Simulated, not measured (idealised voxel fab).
The document below concerns the process module designated voxel transistor to metal.
We display cut, a cross-section 190 nm in width whose square cells are each 5 nm.
When this document writes out a cross-section, it uses a grid of square cells and lists it as bands, beginning at the top and moving down, with a band standing for one or more rows of cells.
Band: top height; bottom height; in nm. Then, left to right: material with width in nm, for each material. "edge to edge": a single material spanning edge to edge. "blank": empty space.
It should be noted that heights are counted from 0, beneath which the wafer as supplied is of one material throughout, and that the lowest band possesses no lower boundary but continues downward, as written in "0 nm and below".
Top row gets the first number, bottom row gets the second, and each row in between changes by the same step: that is how a band width like "30->40" works.
When a step is marked "no alteration", none of the cells in the cross-section changed during that step.
Entry "Enclosed void catalog". Content: empty spaces with no open connection to the top, size 8 cells or greater. Each: width x height at distance. Distance: from left edge. Unit: nm.
On a step's line, text after the settings is the simulator commenting on that step.
You can add "overlay nm" to a step's line. For a step with a mask, it describes how far the mask lay to the right of its planned position, and a negative number describes a lay to the left.

### Process steps - plan
1) RECEIVE, material Si
2) OXIDIZE, depth nm 5
3) CONFORMAL_DEP, material SiN, thk nm 15
4) DIRECTIONAL_DEP, material aC, thk nm 10
5) PATTERN, tone cover, mask id ACTIVE, material resist, width nm 110, thk nm 30, overlay nm 0
6) DIRECTIONAL_ETCH, etch materials aC, depth nm 10
7) STRIP, etch materials resist
8) DIRECTIONAL_ETCH, etch materials SiN, depth nm 15
9) DIRECTIONAL_ETCH, etch materials SiO2, depth nm 5
10) DIRECTIONAL_ETCH, etch materials Si, depth nm 25
11) STRIP, etch materials aC
12) OXIDIZE, depth nm 5
13) FILL_DEP, material SiO2, thk nm 10
14) CMP, height nm 15
15) SELECTIVE_ETCH, etch materials SiO2, depth nm 10
16) STRIP, etch materials SiN
17) SELECTIVE_ETCH, etch materials SiO2, depth nm 5
18) OXIDIZE, depth nm 5
19) DIRECTIONAL_DEP, material polySi, thk nm 20
20) DIRECTIONAL_DEP, material SiCN, thk nm 15
21) PATTERN, tone cover, mask id GATE, material resist, width nm 20, thk nm 15, overlay nm 0
22) DIRECTIONAL_ETCH, etch materials SiCN, depth nm 25
23) DIRECTIONAL_ETCH, etch materials polySi, depth nm 30
24) STRIP, etch materials resist
25) CONFORMAL_DEP, material SiN, thk nm 5
26) DIRECTIONAL_ETCH, etch materials SiN, depth nm 5
27) DIRECTIONAL_ETCH, etch materials SiO2, depth nm 5
28) EPI, material pSi, thk nm 5
29) FILL_DEP, material SiO2, thk nm 10
30) CMP, height nm 30
31) DIRECTIONAL_DEP, material SiO2, thk nm 15
32) DIRECTIONAL_DEP, material aC, thk nm 15
33) PATTERN, tone open, mask id CONTACT, material resist, width nm 35, pitch nm 65, thk nm 35, overlay nm 0
34) DIRECTIONAL_ETCH, etch materials aC, depth nm 15
35) STRIP, etch materials resist
36) DIRECTIONAL_ETCH, etch materials SiO2, depth nm 50
37) STRIP, etch materials aC
38) CONFORMAL_DEP, material TiN, thk nm 5
39) FILL_DEP, material Ru, thk nm 10
40) CMP, height nm 45
41) CONFORMAL_DEP, material SiCN, thk nm 5
42) DIRECTIONAL_DEP, material lowk, thk nm 25
43) DIRECTIONAL_DEP, material aC, thk nm 10
44) PATTERN, tone open, mask id METAL_1, material resist, width nm 20, pitch nm 80, thk nm 25, overlay nm 0
45) DIRECTIONAL_ETCH, etch materials aC, depth nm 10
46) STRIP, etch materials resist
47) DIRECTIONAL_ETCH, etch materials lowk, depth nm 25
48) DIRECTIONAL_ETCH, etch materials SiCN, depth nm 5
49) STRIP, etch materials aC
50) CONFORMAL_DEP, material TiN, thk nm 5
51) FILL_DEP, material Cu, thk nm 5
52) CMP, height nm 75
53) CONFORMAL_DEP, material SiCN, thk nm 5

### Incoming wafer in cross-section (state: after step 1)
	0 nm and below | Si edge to edge
	Enclosed void catalog: none

### End-of-module cross-section. Starting structure and process plan as above; one mistake made in running it
	80 nm to 75 nm | SiCN edge to edge
	75 nm to 50 nm | Cu: 40, TiN: 5, lowk: 20, TiN: 5, Cu: 50, TiN: 5, lowk: 20, TiN: 5, Cu: 40
	50 nm to 45 nm | TiN: 45, SiCN: 20, TiN: 60, SiCN: 20, TiN: 45
	45 nm to 30 nm | SiO2: 45, TiN: 5, Ru: 25, TiN: 5, SiO2: 30, TiN: 5, Ru: 25, TiN: 5, SiO2: 45
	30 nm to 15 nm | SiO2: 45, TiN: 5, Ru: 25, TiN: 5, SiN: 5, SiCN: 20, SiN: 5, TiN: 5, Ru: 25, TiN: 5, SiO2: 45
	15 nm to 0 nm | SiO2: 45, TiN: 5, Ru: 25, TiN: 5, SiN: 5, polySi: 20, SiN: 5, TiN: 5, Ru: 25, TiN: 5, SiO2: 45
	0 nm to -5 nm | SiO2: 35, SiN: 5, SiO2: 5, TiN: 35, SiN: 5, polySi: 20, SiN: 5, TiN: 35, SiO2: 5, SiN: 5, SiO2: 35
	-5 nm to -10 nm | SiO2: 40, pSi: 40, SiO2: 30, pSi: 40, SiO2: 40
	-10 nm to -35 nm | SiO2: 45, Si: 100, SiO2: 45
	-35 nm and below | Si edge to edge
	Enclosed void catalog: none
Here's what went sideways: not per plan at step 44, really ran PATTERN, tone cover, mask id METAL_1, material resist, width nm 20, pitch nm 80, thk nm 25, overlay nm 0
